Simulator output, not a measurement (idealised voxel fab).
The following is a process module called voxel transistor to metal.
The cross-section on display is named cut; it measures 275 nm wide, and its cells are 5 nm squares.
Cross-section format: a grid of square cells, given as bands from top to bottom; each band is one or more rows of cells. What a band's entry tells you: where the top is and where the bottom is, as heights in nm, and after that what lies inside, material by material from left to right, each with its width in nm. Empty space is written as the word "empty", and a single material marked with the word "all across" occupies the band from edge to edge. Heights are expressed relative to 0, this being the level below which the as-received wafer comprises one material exclusively. The lowest band is unbounded in the downward direction and is denoted as in "0 -> down". The expression "30..40" gives the width at the extremes of the band, the first number at its top row of cells and the second at its bottom row, with the width changing by equal amounts from each row to the next in between. You'll sometimes find "nothing altered" written for a step, and that's the way of saying that nowhere in the cross-section did a cell change during that step. In the "Closed void table" entry, you get each enclosed empty space of 8 cells or more, one with no open way to the top, written width x height at distance, distance from the left edge, in nm. Heads up: the bit after the settings on a step's line is the simulator's remark on that step. overlay nm: on a step with a mask, how far right of its planned place the mask lay; negative means left.

## Steps planned for the process
- 1: RECEIVE: material Si
- 2: CONFORMAL_DEP: material SiO2, thk nm 5
- 3: CONFORMAL_DEP: material SiN, thk nm 10
- 4: PATTERN: tone cover, mask id ACTIVE, material resist, width nm 105, pitch nm 125, thk nm 20, overlay nm 0
- 5: DIRECTIONAL_ETCH: etch materials SiN, depth nm 10
- 6: DIRECTIONAL_ETCH: etch materials SiO2, depth nm 5
- 7: DIRECTIONAL_ETCH: etch materials Si, depth nm 30
- 8: STRIP: etch materials resist
- 9: FILL_DEP: material SiO2, thk nm 15
- 10: CMP: height nm 15
- 11: SELECTIVE_ETCH: etch materials SiO2, depth nm 5
- 12: STRIP: etch materials SiN
- 13: SELECTIVE_ETCH: etch materials SiO2, depth nm 5
- 14: OXIDIZE: depth nm 5
- 15: DIRECTIONAL_DEP: material polySi, thk nm 20
- 16: DIRECTIONAL_DEP: material SiCN, thk nm 10
- 17: PATTERN: tone cover, mask id GATE, material resist, width nm 25, pitch nm 125, thk nm 20, overlay nm 0
- 18: DIRECTIONAL_ETCH: etch materials SiCN, depth nm 20
- 19: DIRECTIONAL_ETCH: etch materials polySi, depth nm 30
- 20: STRIP: etch materials resist
- 21: CONFORMAL_DEP: material SiN, thk nm 10
- 22: DIRECTIONAL_ETCH: etch materials SiN, depth nm 10
- 23: DIRECTIONAL_ETCH: etch materials SiO2, depth nm 5
- 24: DIRECTIONAL_ETCH: etch materials Si, depth nm 10
- 25: EPI: material SiGe, thk nm 15
- 26: FILL_DEP: material SiO2, thk nm 5
- 27: CMP: height nm 30
- 28: DIRECTIONAL_DEP: material SiO2, thk nm 15
- 29: DIRECTIONAL_DEP: material aC, thk nm 10
- 30: PATTERN: tone open, mask id CONTACT, material resist, width nm 30, thk nm 25, overlay nm 0
- 31: DIRECTIONAL_ETCH: etch materials aC, depth nm 10
- 32: STRIP: etch materials resist
- 33: DIRECTIONAL_ETCH: etch materials SiO2, depth nm 35
- 34: STRIP: etch materials aC
- 35: CONFORMAL_DEP: material TiN, thk nm 5
- 36: FILL_DEP: material W, thk nm 5
- 37: CMP: height nm 45
- 38: CONFORMAL_DEP: material SiCN, thk nm 5
- 39: DIRECTIONAL_DEP: material lowk, thk nm 15
- 40: MASKED_ETCH: tone open, mask id METAL_1, width nm 20, etch materials lowk, depth nm 15, overlay nm 0
- 41: MASKED_ETCH: tone open, mask id METAL_1, width nm 20, etch materials SiCN, depth nm 5, overlay nm 0
- 42: CONFORMAL_DEP: material TiN, thk nm 5
- 43: FILL_DEP: material Ru, thk nm 5
- 44: CMP: height nm 65
- 45: CONFORMAL_DEP: material SiN, thk nm 5

## Below: the first of two wafers, run as planned

## Wafer as received: cross-section following step 1
	0 -> down | Si all across
	Closed void table: none

## How the wafer stands in section after step 2
	5 -> 0 | SiO2 all across
	Rest of section, below 0: as before.

## How the wafer stands in section after step 3
	15 -> 5 | SiN all across
	Rest of section, below 5: as before.

## How the wafer stands in section after step 4
	35 -> 15 | empty 20 / resist 105 / empty 20 / resist 105 / empty 25
	Rest of section, below 15: as before.

## How the wafer stands in section after step 5
	35 -> 15 | empty 20 / resist 105 / empty 20 / resist 105 / empty 25
	15 -> 5 | empty 20 / SiN 105 / empty 20 / SiN 105 / empty 25
	Rest of section, below 5: as before.

## How the wafer stands in section after step 6
	35 -> 15 | empty 20 / resist 105 / empty 20 / resist 105 / empty 25
	15 -> 5 | empty 20 / SiN 105 / empty 20 / SiN 105 / empty 25
	5 -> 0 | empty 20 / SiO2 105 / empty 20 / SiO2 105 / empty 25
	Rest of section, below 0: as before.

## How the wafer stands in section after step 7
	35 -> 15 | empty 20 / resist 105 / empty 20 / resist 105 / empty 25
	15 -> 5 | empty 20 / SiN 105 / empty 20 / SiN 105 / empty 25
	5 -> 0 | empty 20 / SiO2 105 / empty 20 / SiO2 105 / empty 25
	0 -> -30 | empty 20 / Si 105 / empty 20 / Si 105 / empty 25
	Rest of section, below -30: as before.

## How the wafer stands in section after step 8
	15 -> 5 | empty 20 / SiN 105 / empty 20 / SiN 105 / empty 25
	Rest of section, below 5: as before.

## How the wafer stands in section after step 9
	30 -> 15 | SiO2 all across
	15 -> 5 | SiO2 20 / SiN 105 / SiO2 20 / SiN 105 / SiO2 25
	5 -> 0 | SiO2 all across
	0 -> -30 | SiO2 20 / Si 105 / SiO2 20 / Si 105 / SiO2 25
	Rest of section, below -30: as before.

## How the wafer stands in section after step 10
	15 -> 5 | SiO2 20 / SiN 105 / SiO2 20 / SiN 105 / SiO2 25
	Rest of section, below 5: as before.

## How the wafer stands in section after step 11
	15 -> 10 | empty 20 / SiN 105 / empty 20 / SiN 105 / empty 25
	Rest of section, below 10: as before.

## How the wafer stands in section after step 12
	10 -> 5 | SiO2 20 / empty 105 / SiO2 20 / empty 105 / SiO2 25
	Rest of section, below 5: as before.

## How the wafer stands in section after step 13
	5 -> 0 | SiO2 15 / empty 115 / SiO2 10 / empty 115 / SiO2 20
	Rest of section, below 0: as before.

## How the wafer stands in section after step 14
	5 -> 0 | SiO2 15 / empty 115 / SiO2 10 / empty 115 / SiO2 20
	0 -> -5 | SiO2 all across
	Rest of section, below -5: as before.

## How the wafer stands in section after step 15
	25 -> 20 | polySi 15 / empty 115 / polySi 10 / empty 115 / polySi 20
	20 -> 5 | polySi all across
	5 -> 0 | SiO2 15 / polySi 115 / SiO2 10 / polySi 115 / SiO2 20
	Rest of section, below 0: as before.

## How the wafer stands in section after step 16
	35 -> 30 | SiCN 15 / empty 115 / SiCN 10 / empty 115 / SiCN 20
	30 -> 25 | SiCN all across
	25 -> 20 | polySi 15 / SiCN 115 / polySi 10 / SiCN 115 / polySi 20
	Rest of section, below 20: as before.

## How the wafer stands in section after step 17
	55 -> 35 | empty 60 / resist 25 / empty 100 / resist 25 / empty 65
	35 -> 30 | SiCN 15 / empty 45 / resist 25 / empty 45 / SiCN 10 / empty 45 / resist 25 / empty 45 / SiCN 20
	Rest of section, below 30: as before.

## How the wafer stands in section after step 18
	55 -> 30 | empty 60 / resist 25 / empty 100 / resist 25 / empty 65
	30 -> 25 | empty 60 / SiCN 25 / empty 100 / SiCN 25 / empty 65
	25 -> 20 | polySi 15 / empty 45 / SiCN 25 / empty 45 / polySi 10 / empty 45 / SiCN 25 / empty 45 / polySi 20
	Rest of section, below 20: as before.

## How the wafer stands in section after step 19
	55 -> 30 | empty 60 / resist 25 / empty 100 / resist 25 / empty 65
	30 -> 20 | empty 60 / SiCN 25 / empty 100 / SiCN 25 / empty 65
	20 -> 5 | empty 60 / polySi 25 / empty 100 / polySi 25 / empty 65
	5 -> 0 | SiO2 15 / empty 45 / polySi 25 / empty 45 / SiO2 10 / empty 45 / polySi 25 / empty 45 / SiO2 20
	Rest of section, below 0: as before.

## How the wafer stands in section after step 20
	30 -> 20 | empty 60 / SiCN 25 / empty 100 / SiCN 25 / empty 65
	Rest of section, below 20: as before.

## How the wafer stands in section after step 21
	40 -> 30 | empty 50 / SiN 45 / empty 80 / SiN 45 / empty 55
	30 -> 20 | empty 50 / SiN 10 / SiCN 25 / SiN 10 / empty 80 / SiN 10 / SiCN 25 / SiN 10 / empty 55
	20 -> 15 | empty 50 / SiN 10 / polySi 25 / SiN 10 / empty 80 / SiN 10 / polySi 25 / SiN 10 / empty 55
	15 -> 10 | SiN 25 / empty 25 / SiN 10 / polySi 25 / SiN 10 / empty 25 / SiN 30 / empty 25 / SiN 10 / polySi 25 / SiN 10 / empty 25 / SiN 30
	10 -> 5 | SiN 60 / polySi 25 / SiN 100 / polySi 25 / SiN 65
	5 -> 0 | SiO2 15 / SiN 45 / polySi 25 / SiN 45 / SiO2 10 / SiN 45 / polySi 25 / SiN 45 / SiO2 20
	Rest of section, below 0: as before.

## How the wafer stands in section after step 22
	30 -> 20 | empty 50 / SiN 10 / SiCN 25 / SiN 10 / empty 80 / SiN 10 / SiCN 25 / SiN 10 / empty 55
	20 -> 5 | empty 50 / SiN 10 / polySi 25 / SiN 10 / empty 80 / SiN 10 / polySi 25 / SiN 10 / empty 55
	5 -> 0 | SiO2 15 / SiN 10 / empty 25 / SiN 10 / polySi 25 / SiN 10 / empty 25 / SiN 10 / SiO2 10 / SiN 10 / empty 25 / SiN 10 / polySi 25 / SiN 10 / empty 25 / SiN 10 / SiO2 20
	Rest of section, below 0: as before.

## How the wafer stands in section after step 23
	30 -> 20 | empty 50 / SiN 10 / SiCN 25 / SiN 10 / empty 80 / SiN 10 / SiCN 25 / SiN 10 / empty 55
	20 -> 5 | empty 50 / SiN 10 / polySi 25 / SiN 10 / empty 80 / SiN 10 / polySi 25 / SiN 10 / empty 55
	5 -> 0 | empty 15 / SiN 10 / empty 25 / SiN 10 / polySi 25 / SiN 10 / empty 25 / SiN 10 / empty 10 / SiN 10 / empty 25 / SiN 10 / polySi 25 / SiN 10 / empty 25 / SiN 10 / empty 20
	0 -> -5 | SiO2 25 / empty 25 / SiO2 45 / empty 25 / SiO2 30 / empty 25 / SiO2 45 / empty 25 / SiO2 30
	Rest of section, below -5: as before.

## How the wafer stands in section after step 24
	30 -> 20 | empty 50 / SiN 10 / SiCN 25 / SiN 10 / empty 80 / SiN 10 / SiCN 25 / SiN 10 / empty 55
	20 -> 5 | empty 50 / SiN 10 / polySi 25 / SiN 10 / empty 80 / SiN 10 / polySi 25 / SiN 10 / empty 55
	5 -> 0 | empty 15 / SiN 10 / empty 25 / SiN 10 / polySi 25 / SiN 10 / empty 25 / SiN 10 / empty 10 / SiN 10 / empty 25 / SiN 10 / polySi 25 / SiN 10 / empty 25 / SiN 10 / empty 20
	0 -> -5 | SiO2 25 / empty 25 / SiO2 45 / empty 25 / SiO2 30 / empty 25 / SiO2 45 / empty 25 / SiO2 30
	-5 -> -15 | SiO2 20 / Si 5 / empty 25 / Si 45 / empty 25 / Si 5 / SiO2 20 / Si 5 / empty 25 / Si 45 / empty 25 / Si 5 / SiO2 25
	Rest of section, below -15: as before.

## How the wafer stands in section after step 25
	30 -> 20 | empty 50 / SiN 10 / SiCN 25 / SiN 10 / empty 80 / SiN 10 / SiCN 25 / SiN 10 / empty 55
	20 -> 10 | empty 50 / SiN 10 / polySi 25 / SiN 10 / empty 80 / SiN 10 / polySi 25 / SiN 10 / empty 55
	10 -> 5 | empty 20 / SiGe 30 / SiN 10 / polySi 25 / SiN 10 / SiGe 30 / empty 20 / SiGe 30 / SiN 10 / polySi 25 / SiN 10 / SiGe 30 / empty 25
	5 -> 0 | empty 15 / SiN 10 / SiGe 25 / SiN 10 / polySi 25 / SiN 10 / SiGe 25 / SiN 10 / empty 10 / SiN 10 / SiGe 25 / SiN 10 / polySi 25 / SiN 10 / SiGe 25 / SiN 10 / empty 20
	0 -> -5 | SiO2 25 / SiGe 25 / SiO2 45 / SiGe 25 / SiO2 30 / SiGe 25 / SiO2 45 / SiGe 25 / SiO2 30
	-5 -> -15 | SiO2 20 / Si 5 / SiGe 25 / Si 45 / SiGe 25 / Si 5 / SiO2 20 / Si 5 / SiGe 25 / Si 45 / SiGe 25 / Si 5 / SiO2 25
	Rest of section, below -15: as before.

## How the wafer stands in section after step 26
	35 -> 30 | SiO2 all across
	30 -> 20 | SiO2 50 / SiN 10 / SiCN 25 / SiN 10 / SiO2 80 / SiN 10 / SiCN 25 / SiN 10 / SiO2 55
	20 -> 10 | SiO2 50 / SiN 10 / polySi 25 / SiN 10 / SiO2 80 / SiN 10 / polySi 25 / SiN 10 / SiO2 55
	10 -> 5 | SiO2 20 / SiGe 30 / SiN 10 / polySi 25 / SiN 10 / SiGe 30 / SiO2 20 / SiGe 30 / SiN 10 / polySi 25 / SiN 10 / SiGe 30 / SiO2 25
	5 -> 0 | SiO2 15 / SiN 10 / SiGe 25 / SiN 10 / polySi 25 / SiN 10 / SiGe 25 / SiN 10 / SiO2 10 / SiN 10 / SiGe 25 / SiN 10 / polySi 25 / SiN 10 / SiGe 25 / SiN 10 / SiO2 20
	Rest of section, below 0: as before.

## How the wafer stands in section after step 27
	30 -> 20 | SiO2 50 / SiN 10 / SiCN 25 / SiN 10 / SiO2 80 / SiN 10 / SiCN 25 / SiN 10 / SiO2 55
	Rest of section, below 20: as before.

## How the wafer stands in section after step 28
	45 -> 30 | SiO2 all across
	Rest of section, below 30: as before.

## How the wafer stands in section after step 29
	55 -> 45 | aC all across
	Rest of section, below 45: as before.

## How the wafer stands in section after step 30
	80 -> 55 | resist 25 / empty 30 / resist 35 / empty 30 / resist 30 / empty 30 / resist 35 / empty 30 / resist 30
	Rest of section, below 55: as before.

## How the wafer stands in section after step 31
	70 -> 55 | resist 25 / empty 30 / resist 35 / empty 30 / resist 30 / empty 30 / resist 35 / empty 30 / resist 30
	55 -> 45 | aC 25 / empty 30 / aC 35 / empty 30 / aC 30 / empty 30 / aC 35 / empty 30 / aC 30
	Rest of section, below 45: as before.

## How the wafer stands in section after step 32
	55 -> 45 | aC 25 / empty 30 / aC 35 / empty 30 / aC 30 / empty 30 / aC 35 / empty 30 / aC 30
	Rest of section, below 45: as before.

## How the wafer stands in section after step 33
	55 -> 45 | aC 25 / empty 30 / aC 35 / empty 30 / aC 30 / empty 30 / aC 35 / empty 30 / aC 30
	45 -> 30 | SiO2 25 / empty 30 / SiO2 35 / empty 30 / SiO2 30 / empty 30 / SiO2 35 / empty 30 / SiO2 30
	30 -> 20 | SiO2 25 / empty 25 / SiN 10 / SiCN 25 / SiN 10 / empty 25 / SiO2 30 / empty 25 / SiN 10 / SiCN 25 / SiN 10 / empty 25 / SiO2 30
	20 -> 10 | SiO2 25 / empty 25 / SiN 10 / polySi 25 / SiN 10 / empty 25 / SiO2 30 / empty 25 / SiN 10 / polySi 25 / SiN 10 / empty 25 / SiO2 30
	Rest of section, below 10: as before.

## How the wafer stands in section after step 34
	45 -> 30 | SiO2 25 / empty 30 / SiO2 35 / empty 30 / SiO2 30 / empty 30 / SiO2 35 / empty 30 / SiO2 30
	Rest of section, below 30: as before.

## How the wafer stands in section after step 35
	50 -> 45 | TiN 30 / empty 20 / TiN 45 / empty 20 / TiN 40 / empty 20 / TiN 45 / empty 20 / TiN 35
	45 -> 35 | SiO2 25 / TiN 5 / empty 20 / TiN 5 / SiO2 35 / TiN 5 / empty 20 / TiN 5 / SiO2 30 / TiN 5 / empty 20 / TiN 5 / SiO2 35 / TiN 5 / empty 20 / TiN 5 / SiO2 30
	35 -> 30 | SiO2 25 / TiN 5 / empty 15 / TiN 10 / SiO2 35 / TiN 10 / empty 15 / TiN 5 / SiO2 30 / TiN 5 / empty 15 / TiN 10 / SiO2 35 / TiN 10 / empty 15 / TiN 5 / SiO2 30
	30 -> 20 | SiO2 25 / TiN 5 / empty 15 / TiN 5 / SiN 10 / SiCN 25 / SiN 10 / TiN 5 / empty 15 / TiN 5 / SiO2 30 / TiN 5 / empty 15 / TiN 5 / SiN 10 / SiCN 25 / SiN 10 / TiN 5 / empty 15 / TiN 5 / SiO2 30
	20 -> 15 | SiO2 25 / TiN 5 / empty 15 / TiN 5 / SiN 10 / polySi 25 / SiN 10 / TiN 5 / empty 15 / TiN 5 / SiO2 30 / TiN 5 / empty 15 / TiN 5 / SiN 10 / polySi 25 / SiN 10 / TiN 5 / empty 15 / TiN 5 / SiO2 30
	15 -> 10 | SiO2 25 / TiN 25 / SiN 10 / polySi 25 / SiN 10 / TiN 25 / SiO2 30 / TiN 25 / SiN 10 / polySi 25 / SiN 10 / TiN 25 / SiO2 30
	Rest of section, below 10: as before.

## How the wafer stands in section after step 36
	55 -> 50 | W all across
	50 -> 45 | TiN 30 / W 20 / TiN 45 / W 20 / TiN 40 / W 20 / TiN 45 / W 20 / TiN 35
	45 -> 35 | SiO2 25 / TiN 5 / W 20 / TiN 5 / SiO2 35 / TiN 5 / W 20 / TiN 5 / SiO2 30 / TiN 5 / W 20 / TiN 5 / SiO2 35 / TiN 5 / W 20 / TiN 5 / SiO2 30
	35 -> 30 | SiO2 25 / TiN 5 / W 15 / TiN 10 / SiO2 35 / TiN 10 / W 15 / TiN 5 / SiO2 30 / TiN 5 / W 15 / TiN 10 / SiO2 35 / TiN 10 / W 15 / TiN 5 / SiO2 30
	30 -> 20 | SiO2 25 / TiN 5 / W 15 / TiN 5 / SiN 10 / SiCN 25 / SiN 10 / TiN 5 / W 15 / TiN 5 / SiO2 30 / TiN 5 / W 15 / TiN 5 / SiN 10 / SiCN 25 / SiN 10 / TiN 5 / W 15 / TiN 5 / SiO2 30
	20 -> 15 | SiO2 25 / TiN 5 / W 15 / TiN 5 / SiN 10 / polySi 25 / SiN 10 / TiN 5 / W 15 / TiN 5 / SiO2 30 / TiN 5 / W 15 / TiN 5 / SiN 10 / polySi 25 / SiN 10 / TiN 5 / W 15 / TiN 5 / SiO2 30
	Rest of section, below 15: as before.

## How the wafer stands in section after step 37
	45 -> 35 | SiO2 25 / TiN 5 / W 20 / TiN 5 / SiO2 35 / TiN 5 / W 20 / TiN 5 / SiO2 30 / TiN 5 / W 20 / TiN 5 / SiO2 35 / TiN 5 / W 20 / TiN 5 / SiO2 30
	Rest of section, below 35: as before.

## How the wafer stands in section after step 38
	50 -> 45 | SiCN all across
	Rest of section, below 45: as before.

## How the wafer stands in section after step 39
	65 -> 50 | lowk all across
	Rest of section, below 50: as before.

## How the wafer stands in section after step 40
	65 -> 50 | lowk 25 / empty 20 / lowk 55 / empty 20 / lowk 30 / empty 20 / lowk 55 / empty 20 / lowk 30
	Rest of section, below 50: as before.

## How the wafer stands in section after step 41
	65 -> 50 | lowk 25 / empty 20 / lowk 55 / empty 20 / lowk 30 / empty 20 / lowk 55 / empty 20 / lowk 30
	50 -> 45 | SiCN 25 / empty 20 / SiCN 55 / empty 20 / SiCN 30 / empty 20 / SiCN 55 / empty 20 / SiCN 30
	Rest of section, below 45: as before.

## How the wafer stands in section after step 42
	70 -> 65 | TiN 30 / empty 10 / TiN 65 / empty 10 / TiN 40 / empty 10 / TiN 65 / empty 10 / TiN 35
	65 -> 50 | lowk 25 / TiN 5 / empty 10 / TiN 5 / lowk 55 / TiN 5 / empty 10 / TiN 5 / lowk 30 / TiN 5 / empty 10 / TiN 5 / lowk 55 / TiN 5 / empty 10 / TiN 5 / lowk 30
	50 -> 45 | SiCN 25 / TiN 20 / SiCN 55 / TiN 20 / SiCN 30 / TiN 20 / SiCN 55 / TiN 20 / SiCN 30
	Rest of section, below 45: as before.

## How the wafer stands in section after step 43
	75 -> 70 | Ru all across
	70 -> 65 | TiN 30 / Ru 10 / TiN 65 / Ru 10 / TiN 40 / Ru 10 / TiN 65 / Ru 10 / TiN 35
	65 -> 50 | lowk 25 / TiN 5 / Ru 10 / TiN 5 / lowk 55 / TiN 5 / Ru 10 / TiN 5 / lowk 30 / TiN 5 / Ru 10 / TiN 5 / lowk 55 / TiN 5 / Ru 10 / TiN 5 / lowk 30
	Rest of section, below 50: as before.

## How the wafer stands in section after step 44
	65 -> 50 | lowk 25 / TiN 5 / Ru 10 / TiN 5 / lowk 55 / TiN 5 / Ru 10 / TiN 5 / lowk 30 / TiN 5 / Ru 10 / TiN 5 / lowk 55 / TiN 5 / Ru 10 / TiN 5 / lowk 30
	Rest of section, below 50: as before.

## How the wafer stands in section after step 45
	70 -> 65 | SiN all across
	Rest of section, below 65: as before.

## Wafer two of the pair: same origin, same plan, one error during the run; identical to wafer one up to and including step 29

## Cross-section of the second wafer at the time step 30 of the plan should have ended
	80 -> 55 | resist 30 / empty 30 / resist 35 / empty 30 / resist 30 / empty 30 / resist 35 / empty 30 / resist 25
	Rest of section, below 55: as before.

## Cross-section of the second wafer at the time step 31 of the plan should have ended
	70 -> 55 | resist 30 / empty 30 / resist 35 / empty 30 / resist 30 / empty 30 / resist 35 / empty 30 / resist 25
	55 -> 45 | aC 30 / empty 30 / aC 35 / empty 30 / aC 30 / empty 30 / aC 35 / empty 30 / aC 25
	Rest of section, below 45: as before.

## Cross-section of the second wafer at the time step 32 of the plan should have ended
	55 -> 45 | aC 30 / empty 30 / aC 35 / empty 30 / aC 30 / empty 30 / aC 35 / empty 30 / aC 25
	Rest of section, below 45: as before.

## Cross-section of the second wafer at the time step 33 of the plan should have ended
	55 -> 45 | aC 30 / empty 30 / aC 35 / empty 30 / aC 30 / empty 30 / aC 35 / empty 30 / aC 25
	45 -> 30 | SiO2 30 / empty 30 / SiO2 35 / empty 30 / SiO2 30 / empty 30 / SiO2 35 / empty 30 / SiO2 25
	30 -> 20 | SiO2 30 / empty 20 / SiN 10 / SiCN 25 / SiN 10 / empty 30 / SiO2 30 / empty 20 / SiN 10 / SiCN 25 / SiN 10 / empty 30 / SiO2 25
	20 -> 10 | SiO2 30 / empty 20 / SiN 10 / polySi 25 / SiN 10 / empty 30 / SiO2 30 / empty 20 / SiN 10 / polySi 25 / SiN 10 / empty 30 / SiO2 25
	Rest of section, below 10: as before.

## Cross-section of the second wafer at the time step 34 of the plan should have ended
	45 -> 30 | SiO2 30 / empty 30 / SiO2 35 / empty 30 / SiO2 30 / empty 30 / SiO2 35 / empty 30 / SiO2 25
	Rest of section, below 30: as before.

## Cross-section of the second wafer at the time step 35 of the plan should have ended
	50 -> 45 | TiN 35 / empty 20 / TiN 45 / empty 20 / TiN 40 / empty 20 / TiN 45 / empty 20 / TiN 30
	45 -> 35 | SiO2 30 / TiN 5 / empty 20 / TiN 5 / SiO2 35 / TiN 5 / empty 20 / TiN 5 / SiO2 30 / TiN 5 / empty 20 / TiN 5 / SiO2 35 / TiN 5 / empty 20 / TiN 5 / SiO2 25
	35 -> 30 | SiO2 30 / TiN 5 / empty 10 / TiN 15 / SiO2 35 / TiN 5 / empty 20 / TiN 5 / SiO2 30 / TiN 5 / empty 10 / TiN 15 / SiO2 35 / TiN 5 / empty 20 / TiN 5 / SiO2 25
	30 -> 20 | SiO2 30 / TiN 5 / empty 10 / TiN 5 / SiN 10 / SiCN 25 / SiN 10 / TiN 5 / empty 20 / TiN 5 / SiO2 30 / TiN 5 / empty 10 / TiN 5 / SiN 10 / SiCN 25 / SiN 10 / TiN 5 / empty 20 / TiN 5 / SiO2 25
	20 -> 15 | SiO2 30 / TiN 5 / empty 10 / TiN 5 / SiN 10 / polySi 25 / SiN 10 / TiN 5 / empty 20 / TiN 5 / SiO2 30 / TiN 5 / empty 10 / TiN 5 / SiN 10 / polySi 25 / SiN 10 / TiN 5 / empty 20 / TiN 5 / SiO2 25
	15 -> 10 | SiO2 30 / TiN 20 / SiN 10 / polySi 25 / SiN 10 / TiN 30 / SiO2 30 / TiN 20 / SiN 10 / polySi 25 / SiN 10 / TiN 30 / SiO2 25
	Rest of section, below 10: as before.

## Cross-section of the second wafer at the time step 36 of the plan should have ended
	55 -> 50 | W all across
	50 -> 45 | TiN 35 / W 20 / TiN 45 / W 20 / TiN 40 / W 20 / TiN 45 / W 20 / TiN 30
	45 -> 35 | SiO2 30 / TiN 5 / W 20 / TiN 5 / SiO2 35 / TiN 5 / W 20 / TiN 5 / SiO2 30 / TiN 5 / W 20 / TiN 5 / SiO2 35 / TiN 5 / W 20 / TiN 5 / SiO2 25
	35 -> 30 | SiO2 30 / TiN 5 / W 10 / TiN 15 / SiO2 35 / TiN 5 / W 20 / TiN 5 / SiO2 30 / TiN 5 / W 10 / TiN 15 / SiO2 35 / TiN 5 / W 20 / TiN 5 / SiO2 25
	30 -> 20 | SiO2 30 / TiN 5 / W 10 / TiN 5 / SiN 10 / SiCN 25 / SiN 10 / TiN 5 / W 20 / TiN 5 / SiO2 30 / TiN 5 / W 10 / TiN 5 / SiN 10 / SiCN 25 / SiN 10 / TiN 5 / W 20 / TiN 5 / SiO2 25
	20 -> 15 | SiO2 30 / TiN 5 / W 10 / TiN 5 / SiN 10 / polySi 25 / SiN 10 / TiN 5 / W 20 / TiN 5 / SiO2 30 / TiN 5 / W 10 / TiN 5 / SiN 10 / polySi 25 / SiN 10 / TiN 5 / W 20 / TiN 5 / SiO2 25
	Rest of section, below 15: as before.

## Cross-section of the second wafer at the time step 37 of the plan should have ended
	45 -> 35 | SiO2 30 / TiN 5 / W 20 / TiN 5 / SiO2 35 / TiN 5 / W 20 / TiN 5 / SiO2 30 / TiN 5 / W 20 / TiN 5 / SiO2 35 / TiN 5 / W 20 / TiN 5 / SiO2 25
	Rest of section, below 35: as before.

## Cross-section of the second wafer at the time step 38 of the plan should have ended
	50 -> 45 | SiCN all across
	Rest of section, below 45: as before.

## Cross-section of the second wafer at the time step 39 of the plan should have ended
	65 -> 50 | lowk all across
	Rest of section, below 50: as before.

## Cross-section of the second wafer at the time step 40 of the plan should have ended
	65 -> 50 | lowk 25 / empty 20 / lowk 55 / empty 20 / lowk 30 / empty 20 / lowk 55 / empty 20 / lowk 30
	Rest of section, below 50: as before.

## Cross-section of the second wafer at the time step 41 of the plan should have ended
	65 -> 50 | lowk 25 / empty 20 / lowk 55 / empty 20 / lowk 30 / empty 20 / lowk 55 / empty 20 / lowk 30
	50 -> 45 | SiCN 25 / empty 20 / SiCN 55 / empty 20 / SiCN 30 / empty 20 / SiCN 55 / empty 20 / SiCN 30
	Rest of section, below 45: as before.

## Cross-section of the second wafer at the time step 42 of the plan should have ended
	70 -> 65 | TiN 30 / empty 10 / TiN 65 / empty 10 / TiN 40 / empty 10 / TiN 65 / empty 10 / TiN 35
	65 -> 50 | lowk 25 / TiN 5 / empty 10 / TiN 5 / lowk 55 / TiN 5 / empty 10 / TiN 5 / lowk 30 / TiN 5 / empty 10 / TiN 5 / lowk 55 / TiN 5 / empty 10 / TiN 5 / lowk 30
	50 -> 45 | SiCN 25 / TiN 20 / SiCN 55 / TiN 20 / SiCN 30 / TiN 20 / SiCN 55 / TiN 20 / SiCN 30
	Rest of section, below 45: as before.

## Cross-section of the second wafer at the time step 43 of the plan should have ended
	75 -> 70 | Ru all across
	70 -> 65 | TiN 30 / Ru 10 / TiN 65 / Ru 10 / TiN 40 / Ru 10 / TiN 65 / Ru 10 / TiN 35
	65 -> 50 | lowk 25 / TiN 5 / Ru 10 / TiN 5 / lowk 55 / TiN 5 / Ru 10 / TiN 5 / lowk 30 / TiN 5 / Ru 10 / TiN 5 / lowk 55 / TiN 5 / Ru 10 / TiN 5 / lowk 30
	Rest of section, below 50: as before.

## Cross-section of the second wafer at the time step 44 of the plan should have ended
	65 -> 50 | lowk 25 / TiN 5 / Ru 10 / TiN 5 / lowk 55 / TiN 5 / Ru 10 / TiN 5 / lowk 30 / TiN 5 / Ru 10 / TiN 5 / lowk 55 / TiN 5 / Ru 10 / TiN 5 / lowk 30
	Rest of section, below 50: as before.

## Cross-section of the second wafer at the time step 45 of the plan should have ended
	70 -> 65 | SiN all across
	Rest of section, below 65: as before.
Diagnosis: off-plan run, step 30, actual operation and settings PATTERN: tone open, mask id CONTACT, material resist, width nm 30, thk nm 25, overlay nm 5
In the final comparison it is observed that the number of cells assigned to each material is identical for the two wafers, whereas their placement is not.
